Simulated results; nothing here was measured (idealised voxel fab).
Herein follows the process module entitled voxel self aligned contacts.
We display cut, a cross-section 165 nm in width whose square cells are each 5 nm.
For the purposes of this document, a cross-section shall be understood as a grid of square cells, specified as bands listed in top-to-bottom order, each band consisting of one or more rows of cells.
Heights first: top, then bottom, in nm. Then materials, left to right, each with a width in nm. "all across" on a single material: fills the band edge to edge. "empty": empty space.
Below 0: as-received wafer, all one material; heights counted from there. Lowest band: no bottom, goes on down, written "z 0 and below".
Width: "30->40" (first number = top row, second number = bottom row, same change from row to row of cells).
Where a step carries "remains unaltered", the cross-section came out of it unchanged, cell for cell.
Enclosed voids (no open way to top), threshold 8 cells or more, entry "Sealed void list", notation width x height at distance, distance from left edge, nm.
Where a step's line continues beyond its settings, the continuation is a remark by the simulator itself on that step.
If you see "overlay nm" on a step's line and that step has a mask, it's telling you how far right of where it was planned the mask ended up; a negative number means it went left instead.
### Process steps foreseen in the plan
| 1 | RECEIVE [material Si] |
| 2 | CONFORMAL_DEP [material SiO2] [thk nm 5] |
| 3 | DIRECTIONAL_DEP [material polySi] [thk nm 30] |
| 4 | DIRECTIONAL_DEP [material SiN] [thk nm 15] |
| 5 | MASKED_ETCH [tone cover] [mask id GATE] [width nm 35] [pitch nm 70] [etch materials SiN] [depth nm 15] [overlay nm 0] |
| 6 | MASKED_ETCH [tone cover] [mask id GATE] [width nm 35] [pitch nm 70] [etch materials polySi] [depth nm 30] [overlay nm 0] |
| 7 | CONFORMAL_DEP [material SiN] [thk nm 5] |
| 8 | DIRECTIONAL_ETCH [etch materials SiN] [depth nm 5] |
| 9 | FILL_DEP [material SiO2] [thk nm 15] |
| 10 | CMP [height nm 55] |
| 11 | MASKED_ETCH [tone open] [mask id CONTACT] [width nm 45] [etch materials SiO2] [depth nm 55] [overlay nm 0] |
| 12 | CONFORMAL_DEP [material TiN] [thk nm 5] |
| 13 | FILL_DEP [material Ru] [thk nm 10] |
| 14 | CMP [height nm 55] |
| 15 | CONFORMAL_DEP [material SiCN] [thk nm 5] |
### Cross-section of the incoming wafer, state after step 1
	z 0 and below | Si all across
	Sealed void list: none
### Cross-section at module end, one run error; start and plan unchanged from above
	z 60 to 55 | SiCN all across
	z 55 to 50 | SiO2 55, then TiN 20, then Ru 15, then TiN 10, then SiO2 65
	z 50 to 35 | SiO2 25, then SiN 45, then TiN 5, then Ru 15, then TiN 5, then SiN 45, then SiO2 25
	z 35 to 5 | SiO2 25, then SiN 5, then polySi 35, then SiN 5, then TiN 5, then Ru 15, then TiN 5, then SiN 5, then polySi 35, then SiN 5, then SiO2 25
	z 5 to 0 | SiO2 70, then TiN 25, then SiO2 70
	z 0 and below | Si all across
	Sealed void list: none
So what did we get wrong on this run? step 11 was run on a setting that differed from the plan, and what really ran there is MASKED_ETCH [tone open] [mask id CONTACT] [width nm 45] [etch materials SiO2] [depth nm 55] [overlay nm -5]
